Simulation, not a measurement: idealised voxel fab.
Process module in this document: voxel local oxidation
We display cut, a cross-section 210 nm in width whose square cells are each 5 nm.
In this document a cross-section is written as a grid of square cells. It is given as a series of bands, listed from the top down, and a band is one or more rows of cells.
Basically the band line says how high the top is and how high the bottom is, in nm, and then what's in it from left to right, every material with its width in nm. Empty space shows up as "air", and if a single material carries "throughout" it runs the full band edge to edge.
Basically, 0 is our baseline, since under it the wafer straight out of the box is all one material. The bottom band has no lower end and keeps on going down, so it looks like "from 0 down".
Per-row width for "30 to 40": begins at first number (top row of band), ends at second number (bottom row), increment between rows held constant.
What does "no change occurred" mean for a step? It means no cell of the cross-section changed in that step.
Empty spaces without an open route to the top, at least 8 cells in extent, make up the entry "Listed closed voids"; each is given as width x height at distance, where the distance is measured from the left edge, and all are in nm.
Text after the settings on a step's line: the simulator's own remark on that step.
When a step includes a mask, the "overlay nm" setting on its line states how far to the right of its planned place that mask lay, and negative values state how far to the left.

-- These are the steps we planned for the process
1,RECEIVE | material Si
2,OXIDIZE | depth nm 5
3,CONFORMAL_DEP | material SiN | thk nm 10
4,DIRECTIONAL_DEP | material aC | thk nm 15
5,PATTERN | tone cover | mask id ACTIVE | material resist | width nm 90 | thk nm 30 | overlay nm 0
6,DIRECTIONAL_ETCH | etch materials aC | depth nm 15
7,STRIP | etch materials resist
8,DIRECTIONAL_ETCH | etch materials SiN | depth nm 10
9,STRIP | etch materials aC
10,SELECTIVE_ETCH | etch materials SiO2 | depth nm 5
11,OXIDIZE | depth nm 15
12,STRIP | etch materials SiN

-- First of two wafers - as planned

-- Incoming wafer, cross-sectional view, post step 1
    from 0 down: Si throughout
    Listed closed voids: none

-- Presented here is a cross-section of the wafer after step 2 has been performed
    from 0 to -5: SiO2 throughout
    Below a height of -5, the structure has not been altered.

-- Presented here is a cross-section of the wafer after step 3 has been performed
    from 10 to 0: SiN throughout
    Below a height of 0, the structure has not been altered.

-- Presented here is a cross-section of the wafer after step 4 has been performed
    from 25 to 10: aC throughout
    Below a height of 10, the structure has not been altered.

-- Presented here is a cross-section of the wafer after step 5 has been performed
    from 55 to 25: air=60 / resist=90 / air=60
    Below a height of 25, the structure has not been altered.

-- Presented here is a cross-section of the wafer after step 6 has been performed
    from 40 to 25: air=60 / resist=90 / air=60
    from 25 to 10: air=60 / aC=90 / air=60
    Below a height of 10, the structure has not been altered.

-- Presented here is a cross-section of the wafer after step 7 has been performed
    from 25 to 10: air=60 / aC=90 / air=60
    Below a height of 10, the structure has not been altered.

-- Presented here is a cross-section of the wafer after step 8 has been performed
    from 25 to 10: air=60 / aC=90 / air=60
    from 10 to 0: air=60 / SiN=90 / air=60
    Below a height of 0, the structure has not been altered.

-- Presented here is a cross-section of the wafer after step 9 has been performed
    from 10 to 0: air=60 / SiN=90 / air=60
    Below a height of 0, the structure has not been altered.

-- Presented here is a cross-section of the wafer after step 10 has been performed
    from 10 to 0: air=60 / SiN=90 / air=60
    from 0 to -5: air=65 / SiO2=80 / air=65
    Below a height of -5, the structure has not been altered.

-- Presented here is a cross-section of the wafer after step 11 has been performed
    from 10 to 0: air=60 / SiN=90 / air=60
    from 0 to -5: air=65 / SiO2=80 / air=65
    from -5 to -20: SiO2=80 / Si=50 / SiO2=80
    Below a height of -20, the structure has not been altered.

-- Presented here is a cross-section of the wafer after step 12 has been performed
    from 0 to -5: air=65 / SiO2=80 / air=65
    Below a height of -5, the structure has not been altered.

-- The Second Wafer: Common Origin and Plan, One Mistake in Execution, Identical to the First Through Step 8

-- At the planned end of step 9, the second wafer in cross-section
    from 25 to 10: air=60 / aC=90 / air=60
    from 10 to 0: air=60 / SiN=90 / air=60
    from 0 to -5: air=65 / SiO2=80 / air=65
    Below a height of -5, the structure has not been altered.

-- At the planned end of step 10, the second wafer in cross-section
    from 10 to 0: air=60 / SiN=90 / air=60
    Below a height of 0, the structure has not been altered.

-- At the planned end of step 11, the second wafer in cross-section
    from 10 to 0: air=60 / SiN=90 / air=60
    from 0 to -5: air=65 / SiO2=80 / air=65
    from -5 to -20: SiO2=80 / Si=50 / SiO2=80
    Below a height of -20, the structure has not been altered.

-- At the planned end of step 12, the second wafer in cross-section
    from 0 to -5: air=65 / SiO2=80 / air=65
    Below a height of -5, the structure has not been altered.
what went wrong: steps 9 and 10 swapped
Result: same final cross-section on the two wafers, so no effect from the mistake in this model.
